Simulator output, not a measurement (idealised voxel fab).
The document below concerns the process module designated voxel wiring stack.
Square cell edge 5 nm, section width 190 nm, ID cut.
Reading order for cross-sections: top band down to bottom band. Underlying form: a grid of square cells. Band size: one or more rows of cells. Within each band entry, the heights of the top and of the bottom of the band appear first, in that order and in nm; the materials of the band then follow from left to right, each with its corresponding width in nm. The designation "edge to edge" on a single material indicates that it fills the band from edge to edge; the designation "air" indicates empty space. We count height from 0. Below that, the starting wafer is all one material. The lowest band never ends at the bottom but goes on down; see "0 nm and below" for how that is written. When a width is written as two numbers, as in "30..40", the first number is the width in the top row of cells of the band and the second is the width in its bottom row, and the width changes by the same amount from each row to the next. The designation "nothing changed", where it is given for a processing step, indicates that no cell of the cross-section was altered in the course of that step. Reported under the label "Sealed void listing" are the empty spaces having no open way to the top and comprising 8 cells or more; the notation for each is width x height at distance, in which the distance is measured from the left edge and all three values are in nm. after a step's settings: what the simulator itself notes on the step. The line of a step may include "overlay nm". On a step with a mask, this value is how far to the right of its planned place the mask lay. A negative value means the mask lay to the left.

Process steps foreseen in the plan
| 1 | RECEIVE | material Si |
| 2 | CONFORMAL_DEP | material SiO2 | thk nm 10 |
| 3 | CONFORMAL_DEP | material SiCN | thk nm 5 |
| 4 | DIRECTIONAL_DEP | material SiO2 | thk nm 20 |
| 5 | DIRECTIONAL_DEP | material aC | thk nm 10 |
| 6 | PATTERN | tone open | mask id METAL_1 | material resist | width nm 20 | pitch nm 40 | thk nm 30 | overlay nm 0 |
| 7 | DIRECTIONAL_ETCH | etch materials aC | depth nm 10 |
| 8 | STRIP | etch materials resist |
| 9 | DIRECTIONAL_ETCH | etch materials SiO2 | depth nm 20 |
| 10 | DIRECTIONAL_ETCH | etch materials SiCN | depth nm 5 |
| 11 | STRIP | etch materials aC |
| 12 | CONFORMAL_DEP | material TiN | thk nm 5 |
| 13 | FILL_DEP | material Cu | thk nm 5 |
| 14 | CMP | height nm 35 |
| 15 | CONFORMAL_DEP | material SiCN | thk nm 5 |
| 16 | DIRECTIONAL_DEP | material SiO2 | thk nm 30 |
| 17 | DIRECTIONAL_DEP | material aC | thk nm 10 |
| 18 | PATTERN | tone open | mask id METAL_2 | material resist | width nm 20 | pitch nm 40 | thk nm 30 | overlay nm 0 |
| 19 | DIRECTIONAL_ETCH | etch materials aC | depth nm 10 |
| 20 | STRIP | etch materials resist |
| 21 | DIRECTIONAL_ETCH | etch materials SiO2 | depth nm 15 |
| 22 | STRIP | etch materials aC |
| 23 | PATTERN | tone open | mask id METAL_2_HOLES | material resist | width nm 15 | pitch nm 80 | thk nm 20 | overlay nm 0 |
| 24 | DIRECTIONAL_ETCH | etch materials SiO2 | depth nm 15 |
| 25 | DIRECTIONAL_ETCH | etch materials SiCN | depth nm 5 |
| 26 | STRIP | etch materials resist |
| 27 | CONFORMAL_DEP | material TiN | thk nm 5 |
| 28 | FILL_DEP | material Ru | thk nm 10 |
| 29 | CMP | height nm 70 |
| 30 | CONFORMAL_DEP | material SiN | thk nm 5 |

Incoming wafer, cross-sectional view, post step 1
  0 nm and below: Si edge to edge
  Sealed void listing: none

Cross-sectional image of the first of two wafers at the end of the module, the run having proceeded as planned
  75 nm to 70 nm: SiN edge to edge
  70 nm to 60 nm: SiO2: 25  TiN: 5  Ru: 10  TiN: 5  SiO2: 20  TiN: 5  Ru: 10  TiN: 5  SiO2: 20  TiN: 5  Ru: 10  TiN: 5  SiO2: 20  TiN: 5  Ru: 10  TiN: 5  SiO2: 25
  60 nm to 55 nm: SiO2: 25  TiN: 5  Ru: 5  TiN: 10  SiO2: 20  TiN: 20  SiO2: 20  TiN: 5  Ru: 5  TiN: 10  SiO2: 20  TiN: 20  SiO2: 25
  55 nm to 40 nm: SiO2: 25  TiN: 5  Ru: 5  TiN: 5  SiO2: 65  TiN: 5  Ru: 5  TiN: 5  SiO2: 70
  40 nm to 35 nm: SiCN: 25  TiN: 15  SiCN: 65  TiN: 15  SiCN: 70
  35 nm to 15 nm: SiO2: 25  TiN: 5  Cu: 10  TiN: 5  SiO2: 20  TiN: 5  Cu: 10  TiN: 5  SiO2: 20  TiN: 5  Cu: 10  TiN: 5  SiO2: 20  TiN: 5  Cu: 10  TiN: 5  SiO2: 25
  15 nm to 10 nm: SiCN: 25  TiN: 20  SiCN: 20  TiN: 20  SiCN: 20  TiN: 20  SiCN: 20  TiN: 20  SiCN: 25
  10 nm to 0 nm: SiO2 edge to edge
  0 nm and below: Si edge to edge
  Sealed void listing: none

End-of-module cross-section of the second wafer: identical starting point and process plan to the first, with one processing mistake
  75 nm to 70 nm: SiN edge to edge
  70 nm to 60 nm: SiO2: 25  TiN: 5  Ru: 10  TiN: 5  SiO2: 20  TiN: 5  Ru: 10  TiN: 5  SiO2: 20  TiN: 5  Ru: 10  TiN: 5  SiO2: 20  TiN: 5  Ru: 10  TiN: 5  SiO2: 25
  60 nm to 55 nm: SiO2: 25  TiN: 5  Ru: 5  TiN: 10  SiO2: 20  TiN: 20  SiO2: 20  TiN: 5  Ru: 5  TiN: 10  SiO2: 20  TiN: 20  SiO2: 25
  55 nm to 40 nm: SiO2: 25  TiN: 5  Ru: 5  TiN: 5  SiO2: 65  TiN: 5  Ru: 5  TiN: 5  SiO2: 70
  40 nm to 35 nm: SiCN: 25  TiN: 15  SiCN: 65  TiN: 15  SiCN: 70
  35 nm to 30 nm: Cu edge to edge
  30 nm to 25 nm: TiN: 30  Cu: 10  TiN: 30  Cu: 10  TiN: 30  Cu: 10  TiN: 30  Cu: 10  TiN: 30
  25 nm to 5 nm: SiO2: 25  TiN: 5  Cu: 10  TiN: 5  SiO2: 20  TiN: 5  Cu: 10  TiN: 5  SiO2: 20  TiN: 5  Cu: 10  TiN: 5  SiO2: 20  TiN: 5  Cu: 10  TiN: 5  SiO2: 25
  5 nm to 0 nm: SiCN: 25  TiN: 20  SiCN: 20  TiN: 20  SiCN: 20  TiN: 20  SiCN: 20  TiN: 20  SiCN: 25
  0 nm and below: Si edge to edge
  Sealed void listing: none
What was the processing mistake? step 2 of the plan was excluded from execution and never run
In the final state, the cell counts of the second wafer exceed or fall short of those of the first for the following materials: Cu: 46 more; SiO2: 76 fewer; TiN: 30 more
